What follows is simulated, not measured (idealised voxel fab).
Process module heading - voxel wiring stack
Cross-section cut: width 205 nm, square cells of 5 nm.
Bands, listed from the top down, are how a cross-section gets written in this document; the cross-section itself is a grid of square cells, and a band is one or more rows of them.
Top, bottom (nm), then materials left to right with widths (nm); lone material tagged "all across" fills the whole band edge to edge; "blank" = empty space.
For the purposes of this specification, 0 denotes the height below which the wafer in its as-received condition is composed wholly of one material, and the lowermost band, lacking a lower limit, extends downward without end, as expressed in "0 down".
With a width like "30..40", each row of cells in the band differs from the next by the same amount, the top row carrying the first number and the bottom row the second.
Step marked "nothing altered"? Then no cell in the cross-section changed in it.
"Closed void entries" - sealed voids, min. 8 cells, no opening to top; format: width x height at distance (distance from left edge; nm throughout).
Note: text after step settings on the step line = simulator remark on that step.
When a step includes a mask, the "overlay nm" setting on its line states how far to the right of its planned place that mask lay, and negative values state how far to the left.

[plan]
step 1: RECEIVE | material Si
step 2: CONFORMAL_DEP | material SiO2 | thk nm 10
step 3: DIRECTIONAL_DEP | material TiN | thk nm 5
step 4: DIRECTIONAL_DEP | material Ru | thk nm 25
step 5: PATTERN | tone cover | mask id METAL_1 | material resist | width nm 30 | pitch nm 50 | thk nm 20 | overlay nm 0
step 6: DIRECTIONAL_ETCH | etch materials Ru | depth nm 25
step 7: DIRECTIONAL_ETCH | etch materials TiN | depth nm 5
step 8: STRIP | etch materials resist
step 9: FILL_DEP | material SiO2 | thk nm 10
step 10: CMP | height nm 40
step 11: CONFORMAL_DEP | material SiCN | thk nm 5
step 12: DIRECTIONAL_DEP | material SiO2 | thk nm 15
step 13: MASKED_ETCH | tone open | mask id PLUG_1 | width nm 15 | pitch nm 50 | etch materials SiO2 | depth nm 15 | overlay nm 0
step 14: MASKED_ETCH | tone open | mask id PLUG_1 | width nm 15 | pitch nm 50 | etch materials SiCN | depth nm 5 | overlay nm 0
step 15: CONFORMAL_DEP | material TiN | thk nm 5
step 16: FILL_DEP | material Cu | thk nm 5
step 17: CMP | height nm 60
step 18: CONFORMAL_DEP | material SiN | thk nm 5
step 19: DIRECTIONAL_DEP | material SiO2 | thk nm 25
step 20: DIRECTIONAL_DEP | material aC | thk nm 10
step 21: PATTERN | tone open | mask id METAL_2 | material resist | width nm 30 | pitch nm 50 | thk nm 25 | overlay nm 0
step 22: DIRECTIONAL_ETCH | etch materials aC | depth nm 10
step 23: STRIP | etch materials resist
step 24: DIRECTIONAL_ETCH | etch materials SiO2 | depth nm 25
step 25: DIRECTIONAL_ETCH | etch materials SiN | depth nm 5
step 26: STRIP | etch materials aC
step 27: CONFORMAL_DEP | material TiN | thk nm 5
step 28: FILL_DEP | material Cu | thk nm 5
step 29: CMP | height nm 90
step 30: CONFORMAL_DEP | material SiCN | thk nm 5

[Here's what the wafer looked like in cross-section when it arrived - that's after step 1]
    0 down: Si all across
    Closed void entries: none

[One mistake in running the module, otherwise start and plan as above: cross-section at the end]
    95 to 90: SiCN all across
    90 to 65: 35 of SiO2 / 5 of TiN / 20 of Cu / 5 of TiN / 20 of SiO2 / 5 of TiN / 20 of Cu / 5 of TiN / 20 of SiO2 / 5 of TiN / 20 of Cu / 5 of TiN / 40 of SiO2
    65 to 60: 35 of SiN / 30 of TiN / 20 of SiN / 30 of TiN / 20 of SiN / 30 of TiN / 40 of SiN
    60 to 45: 35 of SiO2 / 5 of TiN / 5 of Cu / 5 of TiN / 35 of SiO2 / 5 of TiN / 5 of Cu / 5 of TiN / 35 of SiO2 / 5 of TiN / 5 of Cu / 5 of TiN / 55 of SiO2
    45 to 40: 35 of SiCN / 15 of TiN / 35 of SiCN / 15 of TiN / 35 of SiCN / 15 of TiN / 55 of SiCN
    40 to 35: SiO2 all across
    35 to 10: 35 of SiO2 / 30 of Ru / 20 of SiO2 / 30 of Ru / 20 of SiO2 / 30 of Ru / 40 of SiO2
    10 to 0: SiO2 all across
    0 down: Si all across
    Closed void entries: none
what went wrong: step 3 of the plan was excluded from execution and never run
